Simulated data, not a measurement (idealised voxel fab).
process module | voxel released beams
cross-section cut | 200 nm wide | cells 5 nm
A cross-section is a grid of square cells, given in bands from the top down. A band is one or more rows of cells.
Each band's line starts with the height of the band's top and of its bottom, in nm. Then come its materials from left to right, each with its width in nm. One material with "throughout" fills the band from edge to edge. "air" is empty space.
Height 0 is the level under which the wafer as received is all one material. The lowest band goes on downwards, as in "0 down".
A width such as "30 to 40" changes by the same amount from each row of cells to the next, from the band's top row to its bottom row.
"no change" after a step means that no cell of the cross-section changed.
closed voids: empty space of 8 cells or more with no open way to the top, each as width x height at its distance from the left edge, in nm
after a step's settings: what the simulator itself notes on the step
overlay nm, on a step with a mask: how far to the right of its planned place the mask lay; to the left if negative
plan
1 op RECEIVE | material Si
2 op CONFORMAL_DEP | material SiN | thk nm 5
3 op DIRECTIONAL_DEP | material SiO2 | thk nm 20
4 op MASKED_ETCH | tone open | mask id ANCHOR | width nm 35 | etch materials SiO2 | depth nm 20 | overlay nm 0
5 op CONFORMAL_DEP | material TiN | thk nm 15
6 op DIRECTIONAL_DEP | material aC | thk nm 15
7 op PATTERN | tone cover | mask id BEAM | material resist | width nm 90 | thk nm 30 | overlay nm 0
8 op DIRECTIONAL_ETCH | etch materials aC | depth nm 15
9 op STRIP | etch materials resist
10 op DIRECTIONAL_ETCH | etch materials TiN | depth nm 15
11 op STRIP | etch materials aC
12 op STRIP | etch materials SiO2
as received, after step 1
  0 down: Si throughout
  closed voids: none
a wafer at the end: this start, this plan, one mistake
  35 to 20: air 50 | TiN 20 | air 5 | TiN 65 | air 60
  20 to 15: air 55 | TiN 15 | air 5 | TiN 15 | air 110
  15 to 0: air 55 | TiN 35 | air 110
  0 down: Si throughout
  closed voids: none
what went wrong: step 2 was left out
